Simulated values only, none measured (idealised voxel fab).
Proc. module: voxel self aligned contacts
Cross-section cut spans 300 nm and uses square cells 5 nm in size.
Format of a cross-section: grid, square cells. Given as bands. Order: top down. Band: one or more rows of cells. Read a band's entry like this: the first values are the height of its top and the height of its bottom in nm, and what follows is the sequence of materials from left to right, each with its width in nm. Note that "empty" is empty space, and that a single material marked "everywhere" reaches across the band from edge to edge. Note: height 0 marks the level under which the wafer is uniformly one material as received. Lowest band unbounded below, written "0 nm and below". Top row gets the first number, bottom row gets the second, and each row in between changes by the same step: that is how a band width like "30 to 40" works. The designation "no modifications", where it is given for a processing step, indicates that no cell of the cross-section was altered in the course of that step. In the "Closed cavity list" entry, you get each enclosed empty space of 8 cells or more, one with no open way to the top, written width x height at distance, distance from the left edge, in nm. If you see something after the settings on a step's line, that's the simulator's own remark about that step. overlay nm: for a step with a mask, the amount by which the mask lay right of where it was planned; a negative amount means left of it.
## Here's what the planned process steps look like
step 1: RECEIVE | material Si
step 2: OXIDIZE | depth nm 5
step 3: DIRECTIONAL_DEP | material polySi | thk nm 30
step 4: DIRECTIONAL_DEP | material SiN | thk nm 20
step 5: DIRECTIONAL_DEP | material aC | thk nm 10
step 6: PATTERN | tone cover | mask id GATE | material resist | width nm 30 | pitch nm 65 | thk nm 30 | overlay nm 0
step 7: DIRECTIONAL_ETCH | etch materials aC | depth nm 10
step 8: STRIP | etch materials resist
step 9: DIRECTIONAL_ETCH | etch materials SiN | depth nm 20
step 10: DIRECTIONAL_ETCH | etch materials polySi | depth nm 30
step 11: STRIP | etch materials aC
step 12: CONFORMAL_DEP | material SiN | thk nm 5
step 13: DIRECTIONAL_ETCH | etch materials SiN | depth nm 5
step 14: FILL_DEP | material SiO2 | thk nm 10
step 15: CMP | height nm 55
step 16: MASKED_ETCH | tone open | mask id CONTACT | width nm 45 | pitch nm 65 | etch materials SiO2 | depth nm 60 | overlay nm 0
step 17: CONFORMAL_DEP | material TiN | thk nm 5
step 18: FILL_DEP | material Ru | thk nm 10
step 19: CMP | height nm 55
step 20: CONFORMAL_DEP | material SiN | thk nm 5
## As-received state of the wafer in cross-section, equivalent to post-step 1
    0 nm and below: Si everywhere
    Closed cavity list: none
## Cross-section taken at module completion on the first of two wafers; processed per the plan
    60 nm to 55 nm: SiN everywhere
    55 nm to 50 nm: SiO2 95; TiN 15; Ru 15; TiN 15; SiO2 20; TiN 15; Ru 15; TiN 15; SiO2 95
    50 nm to 30 nm: SiO2 65; SiN 40; TiN 5; Ru 15; TiN 5; SiN 40; TiN 5; Ru 15; TiN 5; SiN 40; SiO2 65
    30 nm to 0 nm: SiO2 65; SiN 5; polySi 30; SiN 5; TiN 5; Ru 15; TiN 5; SiN 5; polySi 30; SiN 5; TiN 5; Ru 15; TiN 5; SiN 5; polySi 30; SiN 5; SiO2 65
    0 nm to -5 nm: SiO2 105; TiN 25; SiO2 40; TiN 25; SiO2 105
    -5 nm and below: Si everywhere
    Closed cavity list: none
## This cross-section belongs to the second wafer of two at the end of the module; the start and the plan were shared with the first, and the run included one mistake
    60 nm to 55 nm: SiN everywhere
    55 nm to 50 nm: SiO2 90; TiN 20; Ru 15; TiN 10; SiO2 20; TiN 20; Ru 15; TiN 10; SiO2 100
    50 nm to 30 nm: SiO2 65; SiN 40; TiN 5; Ru 15; TiN 5; SiN 40; TiN 5; Ru 15; TiN 5; SiN 40; SiO2 65
    30 nm to 0 nm: SiO2 65; SiN 5; polySi 30; SiN 5; TiN 5; Ru 15; TiN 5; SiN 5; polySi 30; SiN 5; TiN 5; Ru 15; TiN 5; SiN 5; polySi 30; SiN 5; SiO2 65
    0 nm to -5 nm: SiO2 105; TiN 25; SiO2 40; TiN 25; SiO2 105
    -5 nm and below: Si everywhere
    Closed cavity list: none
Where did the run depart from the plan? step 16 was not run as planned; what actually ran was MASKED_ETCH | tone open | mask id CONTACT | width nm 45 | pitch nm 65 | etch materials SiO2 | depth nm 60 | overlay nm -5
Final wafers compared: equal cell tally per material, rearranged layout.
